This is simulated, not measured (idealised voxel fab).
Process module name: voxel ribs on slabs
Shown is cross-section cut, with a width of 165 nm and square cells of size 5 nm.
Cross-section, as written here: a square-cell grid given band by band from the top down, where a band holds one or more rows of cells. Band: top and bottom heights (nm) first, top before bottom; then materials from left to right, widths in nm. "throughout" marks a sole material filling the band edge to edge. "air" denotes empty space. Height reference: 0 = level under which incoming wafer is all one material. Lowest band: no bottom, runs on downward, e.g. "0 nm and below". The width entry "30->40" should be interpreted row by row: the top row of cells in the band takes the first number, the bottom row takes the second number, and the change between adjacent rows is uniform throughout. Reading "everything unchanged" for a step: not a cell of the cross-section changed in it. Listed in "Closed-off voids": every empty space of 8 or more cells without an open way to the top. Form: width x height at distance, the distance being from the left edge, all in nm. What comes after the settings on a step's line is commentary from the simulator itself on that step. What "overlay nm" on a step's line means: if the step has a mask, that mask lay this far to the right of its planned place, or, when the value is negative, to the left.
[Steps planned for the process]
- 1: RECEIVE,material Si
- 2: DIRECTIONAL_DEP,material SiO2,thk nm 25
- 3: DIRECTIONAL_DEP,material SiN,thk nm 15
- 4: DIRECTIONAL_DEP,material aC,thk nm 10
- 5: PATTERN,tone cover,mask id RIB,material resist,width nm 15,thk nm 25,overlay nm 0
- 6: DIRECTIONAL_ETCH,etch materials aC,depth nm 10
- 7: STRIP,etch materials resist
- 8: DIRECTIONAL_ETCH,etch materials SiN,depth nm 10
- 9: STRIP,etch materials aC
- 10: PATTERN,tone cover,mask id SLAB,material resist,width nm 55,thk nm 15,overlay nm 0
- 11: DIRECTIONAL_ETCH,etch materials SiN,depth nm 5
- 12: STRIP,etch materials resist
- 13: FILL_DEP,material SiO2,thk nm 25
- 14: CMP,height nm 55
- 15: DIRECTIONAL_DEP,material W,thk nm 10
- 16: DIRECTIONAL_DEP,material aC,thk nm 10
- 17: PATTERN,tone cover,mask id HEATER,material resist,width nm 35,thk nm 25,overlay nm 0
- 18: DIRECTIONAL_ETCH,etch materials aC,depth nm 10
- 19: STRIP,etch materials resist
- 20: DIRECTIONAL_ETCH,etch materials W,depth nm 10
- 21: STRIP,etch materials aC
- 22: CONFORMAL_DEP,material SiO2,thk nm 5
All wafers enter the flow in the same state. The width nm at step 5 differs from wafer to wafer, and the plan gives the value for the first wafer.
[The first of several wafers as received, shown in cross-section; this is its state after step 1]
0 nm and below | Si throughout
Closed-off voids: none
[What follows is a table in which each wafer occupies a row; for the wafer as it stands at the close of the module, the row states, material by material, how many cells have been gained (+) or lost (-) since receipt, and then gives its closed voids]
width nm 15, +17 SiN, +383 SiO2, +14 W, Closed-off voids: none
width nm 20, +19 SiN, +381 SiO2, +14 W, Closed-off voids: none
width nm 25, +21 SiN, +379 SiO2, +14 W, Closed-off voids: none
width nm 30, +23 SiN, +377 SiO2, +14 W, Closed-off voids: none
width nm 35, +25 SiN, +375 SiO2, +14 W, Closed-off voids: none
width nm 40, +27 SiN, +373 SiO2, +14 W, Closed-off voids: none
